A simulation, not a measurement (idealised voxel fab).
Name of the process module below: voxel transistor to metal
Section shown: cut. Width: 155 nm. Cell size: 5 nm, square.
When this document writes out a cross-section, it uses a grid of square cells and lists it as bands, beginning at the top and moving down, with a band standing for one or more rows of cells. Band: top and bottom heights (nm) first, top before bottom; then materials from left to right, widths in nm. "full width" marks a sole material filling the band edge to edge. "air" denotes empty space. For the purposes of this specification, 0 denotes the height below which the wafer in its as-received condition is composed wholly of one material, and the lowermost band, lacking a lower limit, extends downward without end, as expressed in "top 0, no bottom". When a width is written as two numbers, as in "30->40", the first number is the width in the top row of cells of the band and the second is the width in its bottom row, and the width changes by the same amount from each row to the next. Basically "no alteration" means that step didn't change any cell in the cross-section. Voids not open to the top, 8 cells minimum: see "Cavities, closed". Written width x height at distance; distance is from the left edge; nm. On each step's line, the part that comes after the settings is the simulator's own comment on the step. The setting "overlay nm" may be written on the line of a step. When the step uses a mask, the value reports how far to the right of the planned place the mask lay, and a negative value reports that it lay to the left.

The process steps that were planned are listed below
1: RECEIVE (material Si)
2: OXIDIZE (depth nm 5)
3: CONFORMAL_DEP (material SiN; thk nm 15)
4: MASKED_ETCH (tone cover; mask id ACTIVE; width nm 105; etch materials SiN; depth nm 15; overlay nm 0)
5: MASKED_ETCH (tone cover; mask id ACTIVE; width nm 105; etch materials SiO2; depth nm 5; overlay nm 0)
6: MASKED_ETCH (tone cover; mask id ACTIVE; width nm 105; etch materials Si; depth nm 35; overlay nm 0)
7: OXIDIZE (depth nm 5)
8: FILL_DEP (material SiO2; thk nm 10)
9: CMP (height nm 15)
10: SELECTIVE_ETCH (etch materials SiO2; depth nm 10)
11: STRIP (etch materials SiN)
12: SELECTIVE_ETCH (etch materials SiO2; depth nm 5)
13: OXIDIZE (depth nm 5)
14: DIRECTIONAL_DEP (material polySi; thk nm 25)
15: DIRECTIONAL_DEP (material SiCN; thk nm 15)
16: DIRECTIONAL_DEP (material aC; thk nm 10)
17: PATTERN (tone cover; mask id GATE; material resist; width nm 15; thk nm 25; overlay nm 0)
18: DIRECTIONAL_ETCH (etch materials aC; depth nm 10)
19: STRIP (etch materials resist)
20: DIRECTIONAL_ETCH (etch materials SiCN; depth nm 25)
21: DIRECTIONAL_ETCH (etch materials polySi; depth nm 35)
22: STRIP (etch materials aC)
23: CONFORMAL_DEP (material SiO2; thk nm 5)
24: DIRECTIONAL_ETCH (etch materials SiO2; depth nm 5)
25: CONFORMAL_DEP (material SiN; thk nm 10)
26: DIRECTIONAL_ETCH (etch materials SiN; depth nm 10)
27: DIRECTIONAL_ETCH (etch materials SiO2; depth nm 5)
28: DIRECTIONAL_ETCH (etch materials Si; depth nm 5)
29: EPI (material pSi; thk nm 10)
30: FILL_DEP (material SiO2; thk nm 5)
31: CMP (height nm 35)
32: DIRECTIONAL_DEP (material SiO2; thk nm 15)
33: PATTERN (tone open; mask id CONTACT; material resist; width nm 20; pitch nm 65; thk nm 20; overlay nm 0)
34: DIRECTIONAL_ETCH (etch materials SiO2; depth nm 50)
35: STRIP (etch materials resist)
36: CONFORMAL_DEP (material TiN; thk nm 5)
37: FILL_DEP (material W; thk nm 5)
38: CMP (height nm 50)
39: CONFORMAL_DEP (material SiCN; thk nm 5)
40: DIRECTIONAL_DEP (material SiO2; thk nm 25)
41: PATTERN (tone open; mask id METAL_1; material resist; width nm 20; pitch nm 65; thk nm 15; overlay nm 0)
42: DIRECTIONAL_ETCH (etch materials SiO2; depth nm 25)
43: DIRECTIONAL_ETCH (etch materials SiCN; depth nm 5)
44: STRIP (etch materials resist)
45: CONFORMAL_DEP (material TiN; thk nm 5)
46: FILL_DEP (material W; thk nm 5)
47: CMP (height nm 80)
48: EPI (material Ru; thk nm 5)
49: FILL_DEP (material SiCN; thk nm 5)
For clarity, it should be stated that the wafers under discussion commence in an identical condition and differ with respect to the thk nm of step 49, the plan indicating the value that the first wafer had.

First of several wafers, received after step 1, in cross-section
- top 0, no bottom  Si full width
- Cavities, closed: none

First of several wafers: cross-section at the end of the module, after step 49, its last step
- top 90, bottom 85  SiCN full width
- top 85, bottom 80  SiCN (30), Ru (30), SiCN (35), Ru (30), SiCN (30)
- top 80, bottom 55  SiO2 (35), TiN (5), W (10), TiN (5), SiO2 (45), TiN (5), W (10), TiN (5), SiO2 (35)
- top 55, bottom 50  SiCN (35), TiN (20), SiCN (45), TiN (20), SiCN (35)
- top 50, bottom 35  SiO2 (35), TiN (5), W (10), TiN (5), SiO2 (45), TiN (5), W (10), TiN (5), SiO2 (35)
- top 35, bottom 20  SiO2 (35), TiN (5), W (10), TiN (5), SiN (10), SiO2 (5), SiCN (15), SiO2 (5), SiN (10), TiN (5), W (10), TiN (5), SiO2 (35)
- top 20, bottom 5  SiO2 (35), TiN (5), W (10), TiN (5), SiN (10), SiO2 (5), polySi (15), SiO2 (5), SiN (10), TiN (5), W (10), TiN (5), SiO2 (35)
- top 5, bottom 0  SiO2 (35), TiN (20), SiN (10), SiO2 (5), polySi (15), SiO2 (5), SiN (10), TiN (20), SiO2 (35)
- top 0, bottom -5  SiO2 (25), SiN (10), pSi (20), SiN (10), SiO2 (5), polySi (15), SiO2 (5), SiN (10), pSi (20), SiN (10), SiO2 (25)
- top -5, bottom -10  SiO2 (35), pSi (20), SiO2 (45), pSi (20), SiO2 (35)
- top -10, bottom -15  SiO2 (30), Si (5), pSi (20), Si (45), pSi (20), Si (5), SiO2 (30)
- top -15, bottom -45  SiO2 (30), Si (95), SiO2 (30)
- top -45, no bottom  Si full width
- Cavities, closed: none

Cross-section of the final wafer among several, taken at the end of the module
- top 105, bottom 85  SiCN full width
- top 85, bottom 80  SiCN (30), Ru (30), SiCN (35), Ru (30), SiCN (30)
- top 80, bottom 55  SiO2 (35), TiN (5), W (10), TiN (5), SiO2 (45), TiN (5), W (10), TiN (5), SiO2 (35)
- top 55, bottom 50  SiCN (35), TiN (20), SiCN (45), TiN (20), SiCN (35)
- top 50, bottom 35  SiO2 (35), TiN (5), W (10), TiN (5), SiO2 (45), TiN (5), W (10), TiN (5), SiO2 (35)
- top 35, bottom 20  SiO2 (35), TiN (5), W (10), TiN (5), SiN (10), SiO2 (5), SiCN (15), SiO2 (5), SiN (10), TiN (5), W (10), TiN (5), SiO2 (35)
- top 20, bottom 5  SiO2 (35), TiN (5), W (10), TiN (5), SiN (10), SiO2 (5), polySi (15), SiO2 (5), SiN (10), TiN (5), W (10), TiN (5), SiO2 (35)
- top 5, bottom 0  SiO2 (35), TiN (20), SiN (10), SiO2 (5), polySi (15), SiO2 (5), SiN (10), TiN (20), SiO2 (35)
- top 0, bottom -5  SiO2 (25), SiN (10), pSi (20), SiN (10), SiO2 (5), polySi (15), SiO2 (5), SiN (10), pSi (20), SiN (10), SiO2 (25)
- top -5, bottom -10  SiO2 (35), pSi (20), SiO2 (45), pSi (20), SiO2 (35)
- top -10, bottom -15  SiO2 (30), Si (5), pSi (20), Si (45), pSi (20), Si (5), SiO2 (30)
- top -15, bottom -45  SiO2 (30), Si (95), SiO2 (30)
- top -45, no bottom  Si full width
- Cavities, closed: none

The table below has one row for each wafer; a row shows, as of the end of the module, how many cells of each material the wafer has gained, marked (+), or lost, marked (-), since it was received, and then the wafer's closed voids
thk nm 5; +12 Ru; -154 Si; +82 SiCN; +36 SiN; +415 SiO2; +72 TiN; +56 W; +24 pSi; +15 polySi; Cavities, closed: none
thk nm 10; +12 Ru; -154 Si; +113 SiCN; +36 SiN; +415 SiO2; +72 TiN; +56 W; +24 pSi; +15 polySi; Cavities, closed: none
thk nm 15; +12 Ru; -154 Si; +144 SiCN; +36 SiN; +415 SiO2; +72 TiN; +56 W; +24 pSi; +15 polySi; Cavities, closed: none
thk nm 20; +12 Ru; -154 Si; +175 SiCN; +36 SiN; +415 SiO2; +72 TiN; +56 W; +24 pSi; +15 polySi; Cavities, closed: none
